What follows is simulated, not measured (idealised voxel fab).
Process module in this document: voxel self aligned contacts
Section cut is 275 nm wide and gridded with 5 nm square cells.
A cross-section is a grid of square cells, given in bands from the top down. A band is one or more rows of cells. Heads up on the band format: heights come first, top then bottom, in nm. After that it's the materials left to right, each with its width in nm. A single material flagged "throughout" fills the whole band edge to edge, and "air" means there's empty space there. Basically, 0 is our baseline, since under it the wafer straight out of the box is all one material. The bottom band has no lower end and keeps on going down, so it looks like "0 -> down". Quick explanation for "30 to 40": the width changes in equal steps down the rows of cells, from the first number in the band's top row to the second number in its bottom row. Given "nothing got changed" for a step, no cell of the cross-section differs between before and after that step. "Sealed internal cavities" contains a list of empty spaces, each no smaller than 8 cells and without an open way to the top, written in the form width x height at distance with the distance from the left edge and all three in nm. What comes after the settings on a step's line is commentary from the simulator itself on that step. The "overlay nm" setting may appear on a step's line; for a step that uses a mask, it gives how far to the right of its planned position the mask lay, and a negative value indicates the left.

# Here's what the planned process steps look like
1,RECEIVE, material Si
2,OXIDIZE, depth nm 5
3,DIRECTIONAL_DEP, material polySi, thk nm 25
4,DIRECTIONAL_DEP, material SiN, thk nm 25
5,DIRECTIONAL_DEP, material aC, thk nm 15
6,PATTERN, tone cover, mask id GATE, material resist, width nm 25, pitch nm 80, thk nm 30, overlay nm 0
7,DIRECTIONAL_ETCH, etch materials aC, depth nm 15
8,STRIP, etch materials resist
9,DIRECTIONAL_ETCH, etch materials SiN, depth nm 25
10,DIRECTIONAL_ETCH, etch materials polySi, depth nm 25
11,STRIP, etch materials aC
12,CONFORMAL_DEP, material SiN, thk nm 10
13,DIRECTIONAL_ETCH, etch materials SiN, depth nm 10
14,FILL_DEP, material SiO2, thk nm 20
15,CMP, height nm 60
16,DIRECTIONAL_DEP, material aC, thk nm 10
17,PATTERN, tone open, mask id CONTACT, material resist, width nm 55, pitch nm 80, thk nm 25, overlay nm 0
18,DIRECTIONAL_ETCH, etch materials aC, depth nm 10
19,STRIP, etch materials resist
20,DIRECTIONAL_ETCH, etch materials SiO2, depth nm 65
21,STRIP, etch materials aC
22,CONFORMAL_DEP, material TiN, thk nm 5
23,FILL_DEP, material Ru, thk nm 10
24,CMP, height nm 60
25,CONFORMAL_DEP, material SiCN, thk nm 5
Quick note for whoever runs this: the wafers start identical, but the width nm at step 6 isn't the same across them. The plan just shows what the first wafer had.

# As received, i.e. after step 1: cross-section through the first of several wafers
0 -> down | Si throughout
Sealed internal cavities: none

# Each row below is a wafer at the end of the module, listing for every material the number of cells it has gained (+) or lost (-) since it was received, followed by its closed voids
width nm 25 | +128 Ru | -55 Si | +55 SiCN | +195 SiN | +247 SiO2 | +70 TiN | +75 polySi | Sealed internal cavities: none
width nm 30 | +106 Ru | -55 Si | +55 SiCN | +210 SiN | +239 SiO2 | +70 TiN | +90 polySi | Sealed internal cavities: none
width nm 35 | +84 Ru | -55 Si | +55 SiCN | +225 SiN | +231 SiO2 | +70 TiN | +105 polySi | Sealed internal cavities: none
width nm 40 | +62 Ru | -55 Si | +55 SiCN | +240 SiN | +223 SiO2 | +70 TiN | +120 polySi | Sealed internal cavities: none
width nm 45 | +40 Ru | -55 Si | +55 SiCN | +255 SiN | +215 SiO2 | +70 TiN | +135 polySi | Sealed internal cavities: none
width nm 50 | +18 Ru | -55 Si | +55 SiCN | +270 SiN | +207 SiO2 | +70 TiN | +150 polySi | Sealed internal cavities: none
